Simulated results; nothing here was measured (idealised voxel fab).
The process module presented herein is designated voxel wiring stack.
FYI the section here is cut, 245 nm wide, cells are 5 nm squares.
If you're reading a cross-section in this doc, picture square cells in a grid; it comes to you as bands, top ones listed first down to the bottom, and a band can be one or more rows of cells.
Heights first: top, then bottom, in nm. Then materials, left to right, each with a width in nm. "full width" on a single material: fills the band edge to edge. "empty": empty space.
Where do heights start? At 0: under that level the wafer as delivered is made of one material only. And the lowest band has no floor; it just carries on downward, as in "0..down".
So if you see something like "30->40" for the width, read it as the top row of the band sitting at the first number and the bottom row at the second, with every row in between moving by the same amount as the last.
"no change" (step): cross-section cells unchanged, all of them.
Each empty space that has no open way to the top and spans at least 8 cells appears under "Sealed internal cavities" as width x height at distance, the distance counted from the left edge, all in nm.
Post-settings text on a step line: simulator's own remark regarding the step.
For masked steps, "overlay nm" on the step line gives how far right of plan the mask actually lay; a minus sign means it lay to the left.
These are the steps we planned for the process
1,op RECEIVE | material Si
2,op CONFORMAL_DEP | material SiO2 | thk nm 15
3,op DIRECTIONAL_DEP | material TiN | thk nm 5
4,op DIRECTIONAL_DEP | material W | thk nm 25
5,op MASKED_ETCH | tone cover | mask id METAL_1 | width nm 25 | pitch nm 50 | etch materials W | depth nm 25 | overlay nm 0
6,op MASKED_ETCH | tone cover | mask id METAL_1 | width nm 25 | pitch nm 50 | etch materials TiN | depth nm 5 | overlay nm 0
7,op CONFORMAL_DEP | material SiN | thk nm 5
8,op FILL_DEP | material SiO2 | thk nm 5
9,op CMP | height nm 45
10,op CONFORMAL_DEP | material SiCN | thk nm 5
11,op DIRECTIONAL_DEP | material lowk | thk nm 15
12,op DIRECTIONAL_DEP | material aC | thk nm 15
13,op PATTERN | tone open | mask id PLUG_1 | material resist | width nm 15 | thk nm 35 | overlay nm 0
14,op DIRECTIONAL_ETCH | etch materials aC | depth nm 15
15,op STRIP | etch materials resist
16,op DIRECTIONAL_ETCH | etch materials lowk | depth nm 15
17,op DIRECTIONAL_ETCH | etch materials SiCN | depth nm 5
18,op STRIP | etch materials aC
19,op EPI | material Ru | thk nm 10
20,op EPI | material Ru | thk nm 10
21,op DIRECTIONAL_DEP | material TiN | thk nm 5
22,op DIRECTIONAL_DEP | material W | thk nm 20
23,op PATTERN | tone cover | mask id METAL_2 | material resist | width nm 25 | pitch nm 50 | thk nm 15 | overlay nm 0
24,op DIRECTIONAL_ETCH | etch materials W | depth nm 20
25,op DIRECTIONAL_ETCH | etch materials TiN | depth nm 5
26,op STRIP | etch materials resist
27,op CONFORMAL_DEP | material SiCN | thk nm 5
28,op FILL_DEP | material SiO2 | thk nm 5
29,op CMP | height nm 90
30,op CONFORMAL_DEP | material SiCN | thk nm 5
31,op DIRECTIONAL_DEP | material lowk | thk nm 30
32,op MASKED_ETCH | tone open | mask id METAL_3 | width nm 25 | pitch nm 50 | etch materials lowk | depth nm 15 | overlay nm 0
33,op PATTERN | tone open | mask id METAL_3_HOLES | material resist | width nm 15 | thk nm 15 | overlay nm 0
34,op DIRECTIONAL_ETCH | etch materials lowk | depth nm 15
35,op DIRECTIONAL_ETCH | etch materials SiCN | depth nm 5
36,op STRIP | etch materials resist
37,op CONFORMAL_DEP | material TiN | thk nm 5
38,op FILL_DEP | material Cu | thk nm 10
39,op CMP | height nm 125
40,op CONFORMAL_DEP | material SiCN | thk nm 5
This is the cross-section of the wafer as we received it, i.e. after step 1
	0..down | Si full width
	Sealed internal cavities: none
End-of-module XS, first of two wafers, run as planned
	130..125 | SiCN full width
	125..115 | 85 nm lowk / 5 nm TiN / 15 nm Cu / 5 nm TiN / 25 nm lowk / 5 nm TiN / 15 nm Cu / 5 nm TiN / 85 nm lowk
	115..110 | 85 nm lowk / 5 nm TiN / 5 nm Cu / 15 nm TiN / 25 nm lowk / 25 nm TiN / 85 nm lowk
	110..95 | 85 nm lowk / 5 nm TiN / 5 nm Cu / 5 nm TiN / 145 nm lowk
	95..90 | 85 nm SiCN / 15 nm TiN / 145 nm SiCN
	90..70 | 80 nm SiO2 / 5 nm SiCN / 25 nm W / 5 nm SiCN / 15 nm SiO2 / 5 nm SiCN / 25 nm W / 5 nm SiCN / 80 nm SiO2
	70..65 | 85 nm SiCN / 25 nm TiN / 25 nm SiCN / 25 nm TiN / 85 nm SiCN
	65..50 | 85 nm lowk / 15 nm Ru / 145 nm lowk
	50..45 | 85 nm SiCN / 15 nm Ru / 145 nm SiCN
	45..20 | 80 nm SiO2 / 5 nm SiN / 25 nm W / 5 nm SiN / 15 nm SiO2 / 5 nm SiN / 25 nm W / 5 nm SiN / 80 nm SiO2
	20..15 | 85 nm SiN / 25 nm TiN / 25 nm SiN / 25 nm TiN / 85 nm SiN
	15..0 | SiO2 full width
	0..down | Si full width
	Sealed internal cavities: none
Here's the second of our two wafers sectioned at module end. Same start as the first, same plan, but one mistake got made running it
	130..125 | SiCN full width
	125..115 | 85 nm lowk / 5 nm TiN / 15 nm Cu / 5 nm TiN / 25 nm lowk / 5 nm TiN / 15 nm Cu / 5 nm TiN / 85 nm lowk
	115..110 | 85 nm lowk / 5 nm TiN / 5 nm Cu / 15 nm TiN / 25 nm lowk / 25 nm TiN / 85 nm lowk
	110..95 | 85 nm lowk / 5 nm TiN / 5 nm Cu / 5 nm TiN / 145 nm lowk
	95..90 | 85 nm SiCN / 15 nm TiN / 145 nm SiCN
	90..85 | 80 nm SiO2 / 35 nm SiCN / 15 nm SiO2 / 35 nm SiCN / 80 nm SiO2
	85..70 | 80 nm SiO2 / 5 nm SiCN / 25 nm W / 5 nm SiCN / 15 nm SiO2 / 5 nm SiCN / 25 nm W / 5 nm SiCN / 80 nm SiO2
	70..65 | 85 nm SiCN / 25 nm W / 25 nm SiCN / 25 nm W / 85 nm SiCN
	65..50 | 85 nm lowk / 15 nm Ru / 145 nm lowk
	50..45 | 85 nm SiCN / 15 nm Ru / 145 nm SiCN
	45..20 | 80 nm SiO2 / 5 nm SiN / 25 nm W / 5 nm SiN / 15 nm SiO2 / 5 nm SiN / 25 nm W / 5 nm SiN / 80 nm SiO2
	20..15 | 85 nm SiN / 25 nm TiN / 25 nm SiN / 25 nm TiN / 85 nm SiN
	15..0 | SiO2 full width
	0..down | Si full width
	Sealed internal cavities: none
What was the processing mistake? step 21 of the plan: omitted, not performed
Heads up, by the end the second wafer has more or fewer cells of some materials compared to the first: 10 more of SiCN, 10 fewer of TiN
